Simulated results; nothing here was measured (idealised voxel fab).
process module | voxel tone inversion
Each square cell in cross-section cut measures 5 nm, and the section as a whole is 275 nm wide.
When this document writes out a cross-section, it uses a grid of square cells and lists it as bands, beginning at the top and moving down, with a band standing for one or more rows of cells. Within each band entry, the heights of the top and of the bottom of the band appear first, in that order and in nm; the materials of the band then follow from left to right, each with its corresponding width in nm. The designation "throughout" on a single material indicates that it fills the band from edge to edge; the designation "air" indicates empty space. Heights are measured from 0, the level below which the as-received wafer is all one material; the lowest band has no bottom and continues downward, written as in "0 -> down". The expression "30->40" gives the width at the extremes of the band, the first number at its top row of cells and the second at its bottom row, with the width changing by equal amounts from each row to the next in between. The designation "stayed the same", where it is given for a processing step, indicates that no cell of the cross-section was altered in the course of that step. "Enclosed void listing" specifies each empty space that is not open to the top and that occupies no fewer than 8 cells, using the form width x height at distance, the distance measured from the left edge and all three quantities in nm. That trailing text on a step's line, after the settings, is the simulator's own remark on the step. overlay nm: where the mask lay relative to plan, measured to the right, on steps with a mask; negatives go left.
PLAN
1: RECEIVE, material Si
2: CONFORMAL_DEP, material SiCN, thk nm 5
3: DIRECTIONAL_DEP, material aC, thk nm 25
4: PATTERN, tone cover, mask id POSTS, material resist, width nm 25, pitch nm 55, thk nm 30, overlay nm 0
5: DIRECTIONAL_ETCH, etch materials aC, depth nm 25
6: STRIP, etch materials resist
7: FILL_DEP, material SiO2, thk nm 10
8: CMP, height nm 30
9: STRIP, etch materials aC
WAFER AS RECEIVED: CROSS-SECTION FOLLOWING STEP 1
- 0 -> down: Si throughout
- Enclosed void listing: none
FIGURE: CROSS-SECTIONAL VIEW OF THE WAFER UPON COMPLETION OF THE MODULE, PROCESSED FROM THE INITIAL STATE AND ACCORDING TO THE PLAN DEPICTED ABOVE, WITH ONE ERROR INTRODUCED DURING EXECUTION
- 35 -> 30: SiO2 throughout
- 30 -> 5: 40 nm SiO2  25 nm aC  30 nm SiO2  25 nm aC  30 nm SiO2  25 nm aC  30 nm SiO2  25 nm aC  45 nm SiO2
- 5 -> 0: SiCN throughout
- 0 -> down: Si throughout
- Enclosed void listing: none
The mistake made against the process plan was this: heads up, step 8 didn't go per plan, it actually ran as CMP, height nm 35
